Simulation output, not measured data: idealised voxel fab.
Herein follows the process module entitled voxel self aligned contacts.
Each square cell in cross-section cut measures 5 nm, and the section as a whole is 270 nm wide.
Reading order for cross-sections: top band down to bottom band. Underlying form: a grid of square cells. Band size: one or more rows of cells. Read a band's entry like this: the first values are the height of its top and the height of its bottom in nm, and what follows is the sequence of materials from left to right, each with its width in nm. Note that "air" is empty space, and that a single material marked "everywhere" reaches across the band from edge to edge. Height datum 0, below which the as-received substrate wafer is one material. Lowest band open at the bottom, running downward: "0 down". Per-row width for "30 to 40": begins at first number (top row of band), ends at second number (bottom row), increment between rows held constant. The cross-section has no changed cell in any step marked "remains unaltered". "Fully closed voids" enumerates empty spaces isolated from the top, with no open way to it, that contain at least 8 cells, giving each as width x height at distance from the left edge, all three in nm. That trailing text on a step's line, after the settings, is the simulator's own remark on the step. overlay nm: on a step with a mask, how far right of its planned place the mask lay; negative means left. Each pair of cross-sections that follows straddles one process step: the one shows the state before the step, the other the state after it, down to the lowest band that changed and no further. The step in question, and its settings, are given under the pair. Note that a pair is not necessarily a continuation of the pair above it, since pairs can come from different runs of this module on the same starting wafer; it is a continuation only where its entry headed "Pre-step geometry" says so.

Pre-step geometry:
* 0 down = Si everywhere
* Fully closed voids: none

After the Step:
* 5 to 0 = SiO2 everywhere
* Note: structure below 0 unchanged.
* Fully closed voids: none
Which operation lies between the before and after views above? CONFORMAL_DEP: material SiO2, thk nm 5

Pre-step geometry: as shown after the step in the preceding pair, directly above.

After the Step:
* 25 to 5 = polySi everywhere
* Note: structure below 5 unchanged.
* Fully closed voids: none
Which operation lies between the before and after views above? DIRECTIONAL_DEP: material polySi, thk nm 20

Pre-step geometry: as shown after the step in the preceding pair, directly above.

After the Step:
* 45 to 25 = SiN everywhere
* Note: structure below 25 unchanged.
* Fully closed voids: none
Which operation lies between the before and after views above? DIRECTIONAL_DEP: material SiN, thk nm 20

Pre-step geometry: as shown after the step in the preceding pair, directly above.

After the Step:
* 60 to 45 = aC everywhere
* Note: structure below 45 unchanged.
* Fully closed voids: none
Which operation lies between the before and after views above? DIRECTIONAL_DEP: material aC, thk nm 15

Pre-step geometry: as shown after the step in the preceding pair, directly above.

After the Step:
* 90 to 60 = 55 of air  25 of resist  40 of air  25 of resist  40 of air  25 of resist  60 of air
* Note: structure below 60 unchanged.
* Fully closed voids: none
Which operation lies between the before and after views above? PATTERN: tone cover, mask id GATE, material resist, width nm 25, pitch nm 65, thk nm 30, overlay nm 0

Pre-step geometry: as shown after the step in the preceding pair, directly above.

After the Step:
* 75 to 60 = 55 of air  25 of resist  40 of air  25 of resist  40 of air  25 of resist  60 of air
* 60 to 45 = 55 of air  25 of aC  40 of air  25 of aC  40 of air  25 of aC  60 of air
* Note: structure below 45 unchanged.
* Fully closed voids: none
Which operation lies between the before and after views above? DIRECTIONAL_ETCH: etch materials aC, depth nm 15

Pre-step geometry: as shown after the step in the preceding pair, directly above.

After the Step:
* 60 to 45 = 55 of air  25 of aC  40 of air  25 of aC  40 of air  25 of aC  60 of air
* Note: structure below 45 unchanged.
* Fully closed voids: none
Which operation lies between the before and after views above? STRIP: etch materials resist

Pre-step geometry: as shown after the step in the preceding pair, directly above.

After the Step:
* 60 to 45 = 55 of air  25 of aC  40 of air  25 of aC  40 of air  25 of aC  60 of air
* 45 to 25 = 55 of air  25 of SiN  40 of air  25 of SiN  40 of air  25 of SiN  60 of air
* Note: structure below 25 unchanged.
* Fully closed voids: none
Which operation lies between the before and after views above? DIRECTIONAL_ETCH: etch materials SiN, depth nm 20

Pre-step geometry: as shown after the step in the preceding pair, directly above.

After the Step:
* 60 to 45 = 55 of air  25 of aC  40 of air  25 of aC  40 of air  25 of aC  60 of air
* 45 to 25 = 55 of air  25 of SiN  40 of air  25 of SiN  40 of air  25 of SiN  60 of air
* 25 to 5 = 55 of air  25 of polySi  40 of air  25 of polySi  40 of air  25 of polySi  60 of air
* Note: structure below 5 unchanged.
* Fully closed voids: none
Which operation lies between the before and after views above? DIRECTIONAL_ETCH: etch materials polySi, depth nm 20

Pre-step geometry: as shown after the step in the preceding pair, directly above.

After the Step:
* 45 to 25 = 55 of air  25 of SiN  40 of air  25 of SiN  40 of air  25 of SiN  60 of air
* Note: structure below 25 unchanged.
* Fully closed voids: none
Which operation lies between the before and after views above? STRIP: etch materials aC

Pre-step geometry: as shown after the step in the preceding pair, directly above.

After the Step:
* 55 to 25 = 45 of air  45 of SiN  20 of air  45 of SiN  20 of air  45 of SiN  50 of air
* 25 to 15 = 45 of air  10 of SiN  25 of polySi  10 of SiN  20 of air  10 of SiN  25 of polySi  10 of SiN  20 of air  10 of SiN  25 of polySi  10 of SiN  50 of air
* 15 to 5 = 55 of SiN  25 of polySi  40 of SiN  25 of polySi  40 of SiN  25 of polySi  60 of SiN
* Note: structure below 5 unchanged.
* Fully closed voids: none
Which operation lies between the before and after views above? CONFORMAL_DEP: material SiN, thk nm 10

Pre-step geometry: as shown after the step in the preceding pair, directly above.

After the Step:
* 45 to 25 = 45 of air  45 of SiN  20 of air  45 of SiN  20 of air  45 of SiN  50 of air
* 25 to 5 = 45 of air  10 of SiN  25 of polySi  10 of SiN  20 of air  10 of SiN  25 of polySi  10 of SiN  20 of air  10 of SiN  25 of polySi  10 of SiN  50 of air
* Note: structure below 5 unchanged.
* Fully closed voids: none
Which operation lies between the before and after views above? DIRECTIONAL_ETCH: etch materials SiN, depth nm 10

Pre-step geometry: as shown after the step in the preceding pair, directly above.

After the Step:
* 60 to 45 = SiO2 everywhere
* 45 to 25 = 45 of SiO2  45 of SiN  20 of SiO2  45 of SiN  20 of SiO2  45 of SiN  50 of SiO2
* 25 to 5 = 45 of SiO2  10 of SiN  25 of polySi  10 of SiN  20 of SiO2  10 of SiN  25 of polySi  10 of SiN  20 of SiO2  10 of SiN  25 of polySi  10 of SiN  50 of SiO2
* Note: structure below 5 unchanged.
* Fully closed voids: none
Which operation lies between the before and after views above? FILL_DEP: material SiO2, thk nm 15

Pre-step geometry: as shown after the step in the preceding pair, directly above.

After the Step:
* 55 to 45 = SiO2 everywhere
* Note: structure below 45 unchanged.
* Fully closed voids: none
Which operation lies between the before and after views above? CMP: height nm 55

Pre-step geometry: as shown after the step in the preceding pair, directly above.

After the Step:
* 55 to 45 = 75 of SiO2  50 of air  15 of SiO2  50 of air  80 of SiO2
* 45 to 25 = 45 of SiO2  45 of SiN  20 of air  45 of SiN  20 of air  45 of SiN  50 of SiO2
* 25 to 5 = 45 of SiO2  10 of SiN  25 of polySi  10 of SiN  20 of air  10 of SiN  25 of polySi  10 of SiN  20 of air  10 of SiN  25 of polySi  10 of SiN  50 of SiO2
* 5 to 0 = 90 of SiO2  20 of air  45 of SiO2  20 of air  95 of SiO2
* Note: structure below 0 unchanged.
* Fully closed voids: none
Which operation lies between the before and after views above? MASKED_ETCH: tone open, mask id CONTACT, width nm 50, pitch nm 65, etch materials SiO2, depth nm 55, overlay nm 0

Pre-step geometry: as shown after the step in the preceding pair, directly above.

After the Step:
* 60 to 55 = 80 of TiN  40 of air  25 of TiN  40 of air  85 of TiN
* 55 to 45 = 75 of SiO2  5 to 20 of TiN  40 to 10 of air  5 to 20 of TiN  15 of SiO2  5 to 20 of TiN  40 to 10 of air  5 to 20 of TiN  80 of SiO2
* 45 to 25 = 45 of SiO2  45 of SiN  5 of TiN  10 of air  5 of TiN  45 of SiN  5 of TiN  10 of air  5 of TiN  45 of SiN  50 of SiO2
* 25 to 5 = 45 of SiO2  10 of SiN  25 of polySi  10 of SiN  5 of TiN  10 of air  5 of TiN  10 of SiN  25 of polySi  10 of SiN  5 of TiN  10 of air  5 of TiN  10 of SiN  25 of polySi  10 of SiN  50 of SiO2
* 5 to 0 = 90 of SiO2  20 of TiN  45 of SiO2  20 of TiN  95 of SiO2
* Note: structure below 0 unchanged.
* Fully closed voids: none
Which operation lies between the before and after views above? CONFORMAL_DEP: material TiN, thk nm 5

Pre-step geometry: as shown after the step in the preceding pair, directly above.

After the Step:
* 65 to 60 = W everywhere
* 60 to 55 = 80 of TiN  40 of W  25 of TiN  40 of W  85 of TiN
* 55 to 45 = 75 of SiO2  5 to 20 of TiN  40 to 10 of W  5 to 20 of TiN  15 of SiO2  5 to 20 of TiN  40 to 10 of W  5 to 20 of TiN  80 of SiO2
* 45 to 25 = 45 of SiO2  45 of SiN  5 of TiN  10 of W  5 of TiN  45 of SiN  5 of TiN  10 of W  5 of TiN  45 of SiN  50 of SiO2
* 25 to 5 = 45 of SiO2  10 of SiN  25 of polySi  10 of SiN  5 of TiN  10 of W  5 of TiN  10 of SiN  25 of polySi  10 of SiN  5 of TiN  10 of W  5 of TiN  10 of SiN  25 of polySi  10 of SiN  50 of SiO2
* Note: structure below 5 unchanged.
* Fully closed voids: none
Which operation lies between the before and after views above? FILL_DEP: material W, thk nm 5

Pre-step geometry: as shown after the step in the preceding pair, directly above.

After the Step:
* 55 to 45 = 75 of SiO2  5 to 20 of TiN  40 to 10 of W  5 to 20 of TiN  15 of SiO2  5 to 20 of TiN  40 to 10 of W  5 to 20 of TiN  80 of SiO2
* Note: structure below 45 unchanged.
* Fully closed voids: none
Which operation lies between the before and after views above? CMP: height nm 55

Pre-step geometry: as shown after the step in the preceding pair, directly above.

After the Step:
* 60 to 55 = SiCN everywhere
* Note: structure below 55 unchanged.
* Fully closed voids: none
Which operation lies between the before and after views above? CONFORMAL_DEP: material SiCN, thk nm 5

Pre-step geometry:
* 0 down = Si everywhere
* Fully closed voids: none

After the Step:
* 20 to 0 = polySi everywhere
* Note: structure below 0 unchanged.
* Fully closed voids: none
Which operation lies between the before and after views above? DIRECTIONAL_DEP: material polySi, thk nm 20

Pre-step geometry: as shown after the step in the preceding pair, directly above.

After the Step:
* 40 to 20 = SiN everywhere
* Note: structure below 20 unchanged.
* Fully closed voids: none
Which operation lies between the before and after views above? DIRECTIONAL_DEP: material SiN, thk nm 20

Pre-step geometry: as shown after the step in the preceding pair, directly above.

After the Step:
* 55 to 40 = aC everywhere
* Note: structure below 40 unchanged.
* Fully closed voids: none
Which operation lies between the before and after views above? DIRECTIONAL_DEP: material aC, thk nm 15

Pre-step geometry: as shown after the step in the preceding pair, directly above.

After the Step:
* 85 to 55 = 55 of air  25 of resist  40 of air  25 of resist  40 of air  25 of resist  60 of air
* Note: structure below 55 unchanged.
* Fully closed voids: none
Which operation lies between the before and after views above? PATTERN: tone cover, mask id GATE, material resist, width nm 25, pitch nm 65, thk nm 30, overlay nm 0

Pre-step geometry: as shown after the step in the preceding pair, directly above.

After the Step:
* 70 to 55 = 55 of air  25 of resist  40 of air  25 of resist  40 of air  25 of resist  60 of air
* 55 to 40 = 55 of air  25 of aC  40 of air  25 of aC  40 of air  25 of aC  60 of air
* Note: structure below 40 unchanged.
* Fully closed voids: none
Which operation lies between the before and after views above? DIRECTIONAL_ETCH: etch materials aC, depth nm 15

Pre-step geometry: as shown after the step in the preceding pair, directly above.

After the Step:
* 55 to 40 = 55 of air  25 of aC  40 of air  25 of aC  40 of air  25 of aC  60 of air
* Note: structure below 40 unchanged.
* Fully closed voids: none
Which operation lies between the before and after views above? STRIP: etch materials resist

Pre-step geometry: as shown after the step in the preceding pair, directly above.

After the Step:
* 55 to 40 = 55 of air  25 of aC  40 of air  25 of aC  40 of air  25 of aC  60 of air
* 40 to 20 = 55 of air  25 of SiN  40 of air  25 of SiN  40 of air  25 of SiN  60 of air
* Note: structure below 20 unchanged.
* Fully closed voids: none
Which operation lies between the before and after views above? DIRECTIONAL_ETCH: etch materials SiN, depth nm 20

Pre-step geometry: as shown after the step in the preceding pair, directly above.

After the Step:
* 55 to 40 = 55 of air  25 of aC  40 of air  25 of aC  40 of air  25 of aC  60 of air
* 40 to 20 = 55 of air  25 of SiN  40 of air  25 of SiN  40 of air  25 of SiN  60 of air
* 20 to 0 = 55 of air  25 of polySi  40 of air  25 of polySi  40 of air  25 of polySi  60 of air
* Note: structure below 0 unchanged.
* Fully closed voids: none
Which operation lies between the before and after views above? DIRECTIONAL_ETCH: etch materials polySi, depth nm 20

Pre-step geometry: as shown after the step in the preceding pair, directly above.

After the Step:
* 40 to 20 = 55 of air  25 of SiN  40 of air  25 of SiN  40 of air  25 of SiN  60 of air
* Note: structure below 20 unchanged.
* Fully closed voids: none
Which operation lies between the before and after views above? STRIP: etch materials aC

Pre-step geometry: as shown after the step in the preceding pair, directly above.

After the Step:
* 50 to 20 = 45 of air  45 of SiN  20 of air  45 of SiN  20 of air  45 of SiN  50 of air
* 20 to 10 = 45 of air  10 of SiN  25 of polySi  10 of SiN  20 of air  10 of SiN  25 of polySi  10 of SiN  20 of air  10 of SiN  25 of polySi  10 of SiN  50 of air
* 10 to 0 = 55 of SiN  25 of polySi  40 of SiN  25 of polySi  40 of SiN  25 of polySi  60 of SiN
* Note: structure below 0 unchanged.
* Fully closed voids: none
Which operation lies between the before and after views above? CONFORMAL_DEP: material SiN, thk nm 10

Pre-step geometry: as shown after the step in the preceding pair, directly above.

After the Step:
* 40 to 20 = 45 of air  45 of SiN  20 of air  45 of SiN  20 of air  45 of SiN  50 of air
* 20 to 0 = 45 of air  10 of SiN  25 of polySi  10 of SiN  20 of air  10 of SiN  25 of polySi  10 of SiN  20 of air  10 of SiN  25 of polySi  10 of SiN  50 of air
* Note: structure below 0 unchanged.
* Fully closed voids: none
Which operation lies between the before and after views above? DIRECTIONAL_ETCH: etch materials SiN, depth nm 10

Pre-step geometry: as shown after the step in the preceding pair, directly above.

After the Step:
* 55 to 40 = SiO2 everywhere
* 40 to 20 = 45 of SiO2  45 of SiN  20 of SiO2  45 of SiN  20 of SiO2  45 of SiN  50 of SiO2
* 20 to 0 = 45 of SiO2  10 of SiN  25 of polySi  10 of SiN  20 of SiO2  10 of SiN  25 of polySi  10 of SiN  20 of SiO2  10 of SiN  25 of polySi  10 of SiN  50 of SiO2
* Note: structure below 0 unchanged.
* Fully closed voids: none
Which operation lies between the before and after views above? FILL_DEP: material SiO2, thk nm 15

Pre-step geometry: as shown after the step in the preceding pair, directly above.

After the Step:
* 55 to 40 = 75 of SiO2  50 of air  15 of SiO2  50 of air  80 of SiO2
* 40 to 20 = 45 of SiO2  45 of SiN  20 of air  45 of SiN  20 of air  45 of SiN  50 of SiO2
* 20 to 0 = 45 of SiO2  10 of SiN  25 of polySi  10 of SiN  20 of air  10 of SiN  25 of polySi  10 of SiN  20 of air  10 of SiN  25 of polySi  10 of SiN  50 of SiO2
* Note: structure below 0 unchanged.
* Fully closed voids: none
Which operation lies between the before and after views above? MASKED_ETCH: tone open, mask id CONTACT, width nm 50, pitch nm 65, etch materials SiO2, depth nm 55, overlay nm 0

Pre-step geometry: as shown after the step in the preceding pair, directly above.

After the Step:
* 60 to 55 = 80 of TiN  40 of air  25 of TiN  40 of air  85 of TiN
* 55 to 45 = 75 of SiO2  5 of TiN  40 of air  5 of TiN  15 of SiO2  5 of TiN  40 of air  5 of TiN  80 of SiO2
* 45 to 40 = 75 of SiO2  20 of TiN  10 of air  20 of TiN  15 of SiO2  20 of TiN  10 of air  20 of TiN  80 of SiO2
* 40 to 20 = 45 of SiO2  45 of SiN  5 of TiN  10 of air  5 of TiN  45 of SiN  5 of TiN  10 of air  5 of TiN  45 of SiN  50 of SiO2
* 20 to 5 = 45 of SiO2  10 of SiN  25 of polySi  10 of SiN  5 of TiN  10 of air  5 of TiN  10 of SiN  25 of polySi  10 of SiN  5 of TiN  10 of air  5 of TiN  10 of SiN  25 of polySi  10 of SiN  50 of SiO2
* 5 to 0 = 45 of SiO2  10 of SiN  25 of polySi  10 of SiN  20 of TiN  10 of SiN  25 of polySi  10 of SiN  20 of TiN  10 of SiN  25 of polySi  10 of SiN  50 of SiO2
* Note: structure below 0 unchanged.
* Fully closed voids: none
Which operation lies between the before and after views above? CONFORMAL_DEP: material TiN, thk nm 5

Pre-step geometry: as shown after the step in the preceding pair, directly above.

After the Step:
* 65 to 60 = W everywhere
* 60 to 55 = 80 of TiN  40 of W  25 of TiN  40 of W  85 of TiN
* 55 to 45 = 75 of SiO2  5 of TiN  40 of W  5 of TiN  15 of SiO2  5 of TiN  40 of W  5 of TiN  80 of SiO2
* 45 to 40 = 75 of SiO2  20 of TiN  10 of W  20 of TiN  15 of SiO2  20 of TiN  10 of W  20 of TiN  80 of SiO2
* 40 to 20 = 45 of SiO2  45 of SiN  5 of TiN  10 of W  5 of TiN  45 of SiN  5 of TiN  10 of W  5 of TiN  45 of SiN  50 of SiO2
* 20 to 5 = 45 of SiO2  10 of SiN  25 of polySi  10 of SiN  5 of TiN  10 of W  5 of TiN  10 of SiN  25 of polySi  10 of SiN  5 of TiN  10 of W  5 of TiN  10 of SiN  25 of polySi  10 of SiN  50 of SiO2
* Note: structure below 5 unchanged.
* Fully closed voids: none
Which operation lies between the before and after views above? FILL_DEP: material W, thk nm 5

Pre-step geometry: as shown after the step in the preceding pair, directly above.

After the Step:
* 55 to 45 = 75 of SiO2  5 of TiN  40 of W  5 of TiN  15 of SiO2  5 of TiN  40 of W  5 of TiN  80 of SiO2
* Note: structure below 45 unchanged.
* Fully closed voids: none
Which operation lies between the before and after views above? CMP: height nm 55

Pre-step geometry: as shown after the step in the preceding pair, directly above.

After the Step:
* 60 to 55 = SiCN everywhere
* Note: structure below 55 unchanged.
* Fully closed voids: none
Which operation lies between the before and after views above? CONFORMAL_DEP: material SiCN, thk nm 5

Pre-step geometry:
* 45 to 25 = SiN everywhere
* 25 to 5 = polySi everywhere
* 5 to 0 = SiO2 everywhere
* 0 down = Si everywhere
* Fully closed voids: none

After the Step:
* 65 to 25 = SiN everywhere
* Note: structure below 25 unchanged.
* Fully closed voids: none
Which operation lies between the before and after views above? DIRECTIONAL_DEP: material SiN, thk nm 20

Pre-step geometry: as shown after the step in the preceding pair, directly above.

After the Step:
* 80 to 65 = aC everywhere
* Note: structure below 65 unchanged.
* Fully closed voids: none
Which operation lies between the before and after views above? DIRECTIONAL_DEP: material aC, thk nm 15

Pre-step geometry: as shown after the step in the preceding pair, directly above.

After the Step:
* 110 to 80 = 55 of air  25 of resist  40 of air  25 of resist  40 of air  25 of resist  60 of air
* Note: structure below 80 unchanged.
* Fully closed voids: none
Which operation lies between the before and after views above? PATTERN: tone cover, mask id GATE, material resist, width nm 25, pitch nm 65, thk nm 30, overlay nm 0

Pre-step geometry: as shown after the step in the preceding pair, directly above.

After the Step:
* 95 to 80 = 55 of air  25 of resist  40 of air  25 of resist  40 of air  25 of resist  60 of air
* 80 to 65 = 55 of air  25 of aC  40 of air  25 of aC  40 of air  25 of aC  60 of air
* Note: structure below 65 unchanged.
* Fully closed voids: none
Which operation lies between the before and after views above? DIRECTIONAL_ETCH: etch materials aC, depth nm 15

Pre-step geometry: as shown after the step in the preceding pair, directly above.

After the Step:
* 80 to 65 = 55 of air  25 of aC  40 of air  25 of aC  40 of air  25 of aC  60 of air
* Note: structure below 65 unchanged.
* Fully closed voids: none
Which operation lies between the before and after views above? STRIP: etch materials resist

Pre-step geometry: as shown after the step in the preceding pair, directly above.

After the Step:
* 80 to 65 = 55 of air  25 of aC  40 of air  25 of aC  40 of air  25 of aC  60 of air
* 65 to 45 = 55 of air  25 of SiN  40 of air  25 of SiN  40 of air  25 of SiN  60 of air
* Note: structure below 45 unchanged.
* Fully closed voids: none
Which operation lies between the before and after views above? DIRECTIONAL_ETCH: etch materials SiN, depth nm 20

Pre-step geometry: as shown after the step in the preceding pair, directly above.

After the Step:
* 65 to 45 = 55 of air  25 of SiN  40 of air  25 of SiN  40 of air  25 of SiN  60 of air
* Note: structure below 45 unchanged.
* Fully closed voids: none
Which operation lies between the before and after views above? STRIP: etch materials aC

Pre-step geometry: as shown after the step in the preceding pair, directly above.

After the Step:
* 75 to 55 = 45 of air  45 of SiN  20 of air  45 of SiN  20 of air  45 of SiN  50 of air
* 55 to 25 = SiN everywhere
* Note: structure below 25 unchanged.
* Fully closed voids: none
Which operation lies between the before and after views above? CONFORMAL_DEP: material SiN, thk nm 10

Pre-step geometry: as shown after the step in the preceding pair, directly above.

After the Step:
* 65 to 45 = 45 of air  45 of SiN  20 of air  45 of SiN  20 of air  45 of SiN  50 of air
* Note: structure below 45 unchanged.
* Fully closed voids: none
Which operation lies between the before and after views above? DIRECTIONAL_ETCH: etch materials SiN, depth nm 10

Pre-step geometry: as shown after the step in the preceding pair, directly above.

After the Step:
* 80 to 65 = SiO2 everywhere
* 65 to 45 = 45 of SiO2  45 of SiN  20 of SiO2  45 of SiN  20 of SiO2  45 of SiN  50 of SiO2
* Note: structure below 45 unchanged.
* Fully closed voids: none
Which operation lies between the before and after views above? FILL_DEP: material SiO2, thk nm 15

Pre-step geometry: as shown after the step in the preceding pair, directly above.

After the Step:
* 55 to 45 = 45 of SiO2  45 of SiN  20 of SiO2  45 of SiN  20 of SiO2  45 of SiN  50 of SiO2
* Note: structure below 45 unchanged.
* Fully closed voids: none
Which operation lies between the before and after views above? CMP: height nm 55

Pre-step geometry: as shown after the step in the preceding pair, directly above.

After the Step:
* 55 to 45 = 45 of SiO2  45 of SiN  20 of air  45 of SiN  20 of air  45 of SiN  50 of SiO2
* Note: structure below 45 unchanged.
* Fully closed voids: none
Which operation lies between the before and after views above? MASKED_ETCH: tone open, mask id CONTACT, width nm 50, pitch nm 65, etch materials SiO2, depth nm 55, overlay nm 0

Pre-step geometry: as shown after the step in the preceding pair, directly above.

After the Step:
* 60 to 55 = 95 of TiN  10 of air  55 of TiN  10 of air  100 of TiN
* 55 to 50 = 45 of SiO2  45 of SiN  5 of TiN  10 of air  5 of TiN  45 of SiN  5 of TiN  10 of air  5 of TiN  45 of SiN  50 of SiO2
* 50 to 45 = 45 of SiO2  45 of SiN  20 of TiN  45 of SiN  20 of TiN  45 of SiN  50 of SiO2
* Note: structure below 45 unchanged.
* Fully closed voids: none
Which operation lies between the before and after views above? CONFORMAL_DEP: material TiN, thk nm 5

Pre-step geometry: as shown after the step in the preceding pair, directly above.

After the Step:
* 65 to 60 = W everywhere
* 60 to 55 = 95 of TiN  10 of W  55 of TiN  10 of W  100 of TiN
* 55 to 50 = 45 of SiO2  45 of SiN  5 of TiN  10 of W  5 of TiN  45 of SiN  5 of TiN  10 of W  5 of TiN  45 of SiN  50 of SiO2
* Note: structure below 50 unchanged.
* Fully closed voids: none
Which operation lies between the before and after views above? FILL_DEP: material W, thk nm 5

Pre-step geometry: as shown after the step in the preceding pair, directly above.

After the Step:
* 55 to 50 = 45 of SiO2  45 of SiN  5 of TiN  10 of W  5 of TiN  45 of SiN  5 of TiN  10 of W  5 of TiN  45 of SiN  50 of SiO2
* Note: structure below 50 unchanged.
* Fully closed voids: none
Which operation lies between the before and after views above? CMP: height nm 55

Pre-step geometry: as shown after the step in the preceding pair, directly above.

After the Step:
* 60 to 55 = SiCN everywhere
* Note: structure below 55 unchanged.
* Fully closed voids: none
Which operation lies between the before and after views above? CONFORMAL_DEP: material SiCN, thk nm 5

Pre-step geometry:
* 20 to 0 = polySi everywhere
* 0 down = Si everywhere
* Fully closed voids: none

After the Step:
* 25 to 20 = SiO2 everywhere
* Note: structure below 20 unchanged.
* Fully closed voids: none
Which operation lies between the before and after views above? CONFORMAL_DEP: material SiO2, thk nm 5

Pre-step geometry: as shown after the step in the preceding pair, directly above.

After the Step:
* 45 to 25 = SiN everywhere
* Note: structure below 25 unchanged.
* Fully closed voids: none
Which operation lies between the before and after views above? DIRECTIONAL_DEP: material SiN, thk nm 20

Pre-step geometry: as shown after the step in the preceding pair, directly above.

After the Step:
* 60 to 45 = aC everywhere
* Note: structure below 45 unchanged.
* Fully closed voids: none
Which operation lies between the before and after views above? DIRECTIONAL_DEP: material aC, thk nm 15

Pre-step geometry: as shown after the step in the preceding pair, directly above.

After the Step:
* 90 to 60 = 55 of air  25 of resist  40 of air  25 of resist  40 of air  25 of resist  60 of air
* Note: structure below 60 unchanged.
* Fully closed voids: none
Which operation lies between the before and after views above? PATTERN: tone cover, mask id GATE, material resist, width nm 25, pitch nm 65, thk nm 30, overlay nm 0

Pre-step geometry: as shown after the step in the preceding pair, directly above.

After the Step:
* 75 to 60 = 55 of air  25 of resist  40 of air  25 of resist  40 of air  25 of resist  60 of air
* 60 to 45 = 55 of air  25 of aC  40 of air  25 of aC  40 of air  25 of aC  60 of air
* Note: structure below 45 unchanged.
* Fully closed voids: none
Which operation lies between the before and after views above? DIRECTIONAL_ETCH: etch materials aC, depth nm 15

Pre-step geometry: as shown after the step in the preceding pair, directly above.

After the Step:
* 60 to 45 = 55 of air  25 of aC  40 of air  25 of aC  40 of air  25 of aC  60 of air
* Note: structure below 45 unchanged.
* Fully closed voids: none
Which operation lies between the before and after views above? STRIP: etch materials resist

Pre-step geometry: as shown after the step in the preceding pair, directly above.

After the Step:
* 60 to 45 = 55 of air  25 of aC  40 of air  25 of aC  40 of air  25 of aC  60 of air
* 45 to 25 = 55 of air  25 of SiN  40 of air  25 of SiN  40 of air  25 of SiN  60 of air
* Note: structure below 25 unchanged.
* Fully closed voids: none
Which operation lies between the before and after views above? DIRECTIONAL_ETCH: etch materials SiN, depth nm 20

Pre-step geometry: as shown after the step in the preceding pair, directly above.

After the Step:
* 45 to 25 = 55 of air  25 of SiN  40 of air  25 of SiN  40 of air  25 of SiN  60 of air
* Note: structure below 25 unchanged.
* Fully closed voids: none
Which operation lies between the before and after views above? STRIP: etch materials aC

Pre-step geometry: as shown after the step in the preceding pair, directly above.

After the Step:
* 55 to 35 = 45 of air  45 of SiN  20 of air  45 of SiN  20 of air  45 of SiN  50 of air
* 35 to 25 = SiN everywhere
* Note: structure below 25 unchanged.
* Fully closed voids: none
Which operation lies between the before and after views above? CONFORMAL_DEP: material SiN, thk nm 10

Pre-step geometry: as shown after the step in the preceding pair, directly above.

After the Step:
* 45 to 25 = 45 of air  45 of SiN  20 of air  45 of SiN  20 of air  45 of SiN  50 of air
* Note: structure below 25 unchanged.
* Fully closed voids: none
Which operation lies between the before and after views above? DIRECTIONAL_ETCH: etch materials SiN, depth nm 10

Pre-step geometry: as shown after the step in the preceding pair, directly above.

After the Step:
* 60 to 45 = SiO2 everywhere
* 45 to 25 = 45 of SiO2  45 of SiN  20 of SiO2  45 of SiN  20 of SiO2  45 of SiN  50 of SiO2
* Note: structure below 25 unchanged.
* Fully closed voids: none
Which operation lies between the before and after views above? FILL_DEP: material SiO2, thk nm 15

Pre-step geometry: as shown after the step in the preceding pair, directly above.

After the Step:
* 55 to 45 = SiO2 everywhere
* Note: structure below 45 unchanged.
* Fully closed voids: none
Which operation lies between the before and after views above? CMP: height nm 55

Pre-step geometry: as shown after the step in the preceding pair, directly above.

After the Step:
* 55 to 45 = 75 of SiO2  50 of air  15 of SiO2  50 of air  80 of SiO2
* 45 to 25 = 45 of SiO2  45 of SiN  20 of air  45 of SiN  20 of air  45 of SiN  50 of SiO2
* 25 to 20 = 90 of SiO2  20 of air  45 of SiO2  20 of air  95 of SiO2
* Note: structure below 20 unchanged.
* Fully closed voids: none
Which operation lies between the before and after views above? MASKED_ETCH: tone open, mask id CONTACT, width nm 50, pitch nm 65, etch materials SiO2, depth nm 55, overlay nm 0

Pre-step geometry: as shown after the step in the preceding pair, directly above.

After the Step:
* 60 to 55 = 80 of TiN  40 of air  25 of TiN  40 of air  85 of TiN
* 55 to 45 = 75 of SiO2  5 to 20 of TiN  40 to 10 of air  5 to 20 of TiN  15 of SiO2  5 to 20 of TiN  40 to 10 of air  5 to 20 of TiN  80 of SiO2
* 45 to 25 = 45 of SiO2  45 of SiN  5 of TiN  10 of air  5 of TiN  45 of SiN  5 of TiN  10 of air  5 of TiN  45 of SiN  50 of SiO2
* 25 to 20 = 90 of SiO2  20 of TiN  45 of SiO2  20 of TiN  95 of SiO2
* Note: structure below 20 unchanged.
* Fully closed voids: none
Which operation lies between the before and after views above? CONFORMAL_DEP: material TiN, thk nm 5

Pre-step geometry: as shown after the step in the preceding pair, directly above.

After the Step:
* 65 to 60 = W everywhere
* 60 to 55 = 80 of TiN  40 of W  25 of TiN  40 of W  85 of TiN
* 55 to 45 = 75 of SiO2  5 to 20 of TiN  40 to 10 of W  5 to 20 of TiN  15 of SiO2  5 to 20 of TiN  40 to 10 of W  5 to 20 of TiN  80 of SiO2
* 45 to 25 = 45 of SiO2  45 of SiN  5 of TiN  10 of W  5 of TiN  45 of SiN  5 of TiN  10 of W  5 of TiN  45 of SiN  50 of SiO2
* Note: structure below 25 unchanged.
* Fully closed voids: none
Which operation lies between the before and after views above? FILL_DEP: material W, thk nm 5

Pre-step geometry: as shown after the step in the preceding pair, directly above.

After the Step:
* 55 to 45 = 75 of SiO2  5 to 20 of TiN  40 to 10 of W  5 to 20 of TiN  15 of SiO2  5 to 20 of TiN  40 to 10 of W  5 to 20 of TiN  80 of SiO2
* Note: structure below 45 unchanged.
* Fully closed voids: none
Which operation lies between the before and after views above? CMP: height nm 55

Pre-step geometry: as shown after the step in the preceding pair, directly above.

After the Step:
* 60 to 55 = SiCN everywhere
* Note: structure below 55 unchanged.
* Fully closed voids: none
Which operation lies between the before and after views above? CONFORMAL_DEP: material SiCN, thk nm 5

Pre-step geometry:
* 60 to 45 = 55 of air  25 of aC  40 of air  25 of aC  40 of air  25 of aC  60 of air
* 45 to 25 = 55 of air  25 of SiN  40 of air  25 of SiN  40 of air  25 of SiN  60 of air
* 25 to 5 = polySi everywhere
* 5 to 0 = SiO2 everywhere
* 0 down = Si everywhere
* Fully closed voids: none

After the Step:
* 60 to 45 = 55 of air  25 of aC  40 of air  25 of aC  40 of air  25 of aC  60 of air
* 45 to 25 = 55 of air  25 of SiN  40 of air  25 of SiN  40 of air  25 of SiN  60 of air
* 25 to 10 = 55 of air  25 of polySi  40 of air  25 of polySi  40 of air  25 of polySi  60 of air
* Note: structure below 10 unchanged.
* Fully closed voids: none
Which operation lies between the before and after views above? DIRECTIONAL_ETCH: etch materials polySi, depth nm 15

Pre-step geometry: as shown after the step in the preceding pair, directly above.

After the Step:
* 45 to 25 = 55 of air  25 of SiN  40 of air  25 of SiN  40 of air  25 of SiN  60 of air
* Note: structure below 25 unchanged.
* Fully closed voids: none
Which operation lies between the before and after views above? STRIP: etch materials aC
